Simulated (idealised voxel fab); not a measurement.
process module | voxel self aligned vias
cross-section cut | 285 nm wide | cells 5 nm
A cross-section is a grid of square cells, given in bands from the top down. A band is one or more rows of cells.
Each band's line starts with the height of the band's top and of its bottom, in nm. Then come its materials from left to right, each with its width in nm. One material with "throughout" fills the band from edge to edge. "air" is empty space.
Height 0 is the level under which the wafer as received is all one material. The lowest band goes on downwards, as in "0 down".
A width such as "30 to 40" changes by the same amount from each row of cells to the next, from the band's top row to its bottom row.
"no change" after a step means that no cell of the cross-section changed.
closed voids: empty space of 8 cells or more with no open way to the top, each as width x height at its distance from the left edge, in nm
after a step's settings: what the simulator itself notes on the step
overlay nm, on a step with a mask: how far to the right of its planned place the mask lay; to the left if negative
plan
1 op RECEIVE | material Si
2 op CONFORMAL_DEP | material SiO2 | thk nm 15
3 op CONFORMAL_DEP | material SiCN | thk nm 5
4 op DIRECTIONAL_DEP | material SiO2 | thk nm 20
5 op PATTERN | tone open | mask id LINES | material resist | width nm 20 | pitch nm 45 | thk nm 15 | overlay nm 0
6 op DIRECTIONAL_ETCH | etch materials SiO2 | depth nm 20
7 op STRIP | etch materials resist
8 op CONFORMAL_DEP | material TiN | thk nm 5
9 op FILL_DEP | material W | thk nm 5
10 op CMP | height nm 40
11 op SELECTIVE_ETCH | etch materials W Ru TiN | depth nm 5
12 op FILL_DEP | material SiN | thk nm 10
13 op CMP | height nm 40
14 op DIRECTIONAL_DEP | material SiO2 | thk nm 15
15 op DIRECTIONAL_DEP | material aC | thk nm 15
16 op PATTERN | tone open | mask id VIAS | material resist | width nm 30 | thk nm 30 | overlay nm 0
17 op DIRECTIONAL_ETCH | etch materials aC | depth nm 15
18 op STRIP | etch materials resist
19 op DIRECTIONAL_ETCH | etch materials SiO2 | depth nm 15
20 op DIRECTIONAL_ETCH | etch materials SiN | depth nm 5
21 op STRIP | etch materials aC
22 op CONFORMAL_DEP | material TiN | thk nm 5
23 op FILL_DEP | material W | thk nm 5
24 op CMP | height nm 55
25 op CONFORMAL_DEP | material SiN | thk nm 5
first wafer, as planned
as received, after step 1
  0 down: Si throughout
  closed voids: none
after step 2
  15 to 0: SiO2 throughout
  below 0: unchanged
after step 3
  20 to 15: SiCN throughout
  below 15: unchanged
after step 4
  40 to 20: SiO2 throughout
  below 20: unchanged
after step 5
  55 to 40: resist 110 | air 20 | resist 25 | air 20 | resist 110
  below 40: unchanged
after step 6
  55 to 40: resist 110 | air 20 | resist 25 | air 20 | resist 110
  40 to 20: SiO2 110 | air 20 | SiO2 25 | air 20 | SiO2 110
  below 20: unchanged
after step 7
  40 to 20: SiO2 110 | air 20 | SiO2 25 | air 20 | SiO2 110
  below 20: unchanged
after step 8
  45 to 40: TiN 115 | air 10 | TiN 35 | air 10 | TiN 115
  40 to 25: SiO2 110 | TiN 5 | air 10 | TiN 5 | SiO2 25 | TiN 5 | air 10 | TiN 5 | SiO2 110
  25 to 20: SiO2 110 | TiN 20 | SiO2 25 | TiN 20 | SiO2 110
  below 20: unchanged
after step 9
  50 to 45: W throughout
  45 to 40: TiN 115 | W 10 | TiN 35 | W 10 | TiN 115
  40 to 25: SiO2 110 | TiN 5 | W 10 | TiN 5 | SiO2 25 | TiN 5 | W 10 | TiN 5 | SiO2 110
  below 25: unchanged
after step 10
  40 to 25: SiO2 110 | TiN 5 | W 10 | TiN 5 | SiO2 25 | TiN 5 | W 10 | TiN 5 | SiO2 110
  below 25: unchanged
after step 11
  40 to 35: SiO2 110 | air 20 | SiO2 25 | air 20 | SiO2 110
  below 35: unchanged
after step 12
  50 to 40: SiN throughout
  40 to 35: SiO2 110 | SiN 20 | SiO2 25 | SiN 20 | SiO2 110
  below 35: unchanged
after step 13
  40 to 35: SiO2 110 | SiN 20 | SiO2 25 | SiN 20 | SiO2 110
  below 35: unchanged
after step 14
  55 to 40: SiO2 throughout
  below 40: unchanged
after step 15
  70 to 55: aC throughout
  below 55: unchanged
after step 16
  100 to 70: resist 105 | air 30 | resist 150
  below 70: unchanged
after step 17
  85 to 70: resist 105 | air 30 | resist 150
  70 to 55: aC 105 | air 30 | aC 150
  below 55: unchanged
after step 18
  70 to 55: aC 105 | air 30 | aC 150
  below 55: unchanged
after step 19
  70 to 55: aC 105 | air 30 | aC 150
  55 to 40: SiO2 105 | air 30 | SiO2 150
  below 40: unchanged
after step 20
  70 to 55: aC 105 | air 30 | aC 150
  55 to 40: SiO2 105 | air 30 | SiO2 150
  40 to 35: SiO2 110 | air 20 | SiO2 25 | SiN 20 | SiO2 110
  below 35: unchanged
after step 21
  55 to 40: SiO2 105 | air 30 | SiO2 150
  below 40: unchanged
after step 22
  60 to 55: TiN 110 | air 20 | TiN 155
  55 to 45: SiO2 105 | TiN 5 | air 20 | TiN 5 | SiO2 150
  45 to 40: SiO2 105 | TiN 10 | air 10 | TiN 10 | SiO2 150
  40 to 35: SiO2 110 | TiN 20 | SiO2 25 | SiN 20 | SiO2 110
  below 35: unchanged
after step 23
  65 to 60: W throughout
  60 to 55: TiN 110 | W 20 | TiN 155
  55 to 45: SiO2 105 | TiN 5 | W 20 | TiN 5 | SiO2 150
  45 to 40: SiO2 105 | TiN 10 | W 10 | TiN 10 | SiO2 150
  below 40: unchanged
after step 24
  55 to 45: SiO2 105 | TiN 5 | W 20 | TiN 5 | SiO2 150
  below 45: unchanged
after step 25
  60 to 55: SiN throughout
  below 55: unchanged
second wafer: like start, like plan, one mistake. Through step 18 it matches the first wafer
when step 19 should have ended
  70 to 55: aC 105 | air 30 | aC 150
  55 to 40: SiO2 105 | air 30 | SiO2 150
  40 to 35: SiO2 105 | air 5 | SiN 20 | air 5 | SiO2 20 | SiN 20 | SiO2 110
  35 to 25: SiO2 105 | air 5 | TiN 5 | W 10 | TiN 5 | air 5 | SiO2 20 | TiN 5 | W 10 | TiN 5 | SiO2 110
  below 25: unchanged
when step 20 should have ended
  70 to 55: aC 105 | air 30 | aC 150
  55 to 40: SiO2 105 | air 30 | SiO2 150
  40 to 35: SiO2 105 | air 30 | SiO2 20 | SiN 20 | SiO2 110
  below 35: unchanged
when step 21 should have ended
  55 to 40: SiO2 105 | air 30 | SiO2 150
  below 40: unchanged
when step 22 should have ended
  60 to 55: TiN 110 | air 20 | TiN 155
  55 to 40: SiO2 105 | TiN 5 | air 20 | TiN 5 | SiO2 150
  40 to 35: SiO2 105 | TiN 30 | SiO2 20 | SiN 20 | SiO2 110
  35 to 25: SiO2 105 | TiN 10 | W 10 | TiN 10 | SiO2 20 | TiN 5 | W 10 | TiN 5 | SiO2 110
  below 25: unchanged
when step 23 should have ended
  65 to 60: W throughout
  60 to 55: TiN 110 | W 20 | TiN 155
  55 to 40: SiO2 105 | TiN 5 | W 20 | TiN 5 | SiO2 150
  below 40: unchanged
when step 24 should have ended
  55 to 40: SiO2 105 | TiN 5 | W 20 | TiN 5 | SiO2 150
  below 40: unchanged
when step 25 should have ended
  60 to 55: SiN throughout
  below 55: unchanged
what went wrong: step 19 was run twice
at the end the second wafer has, in cells: 6 fewer of SiO2 | 4 more of TiN | 2 more of W
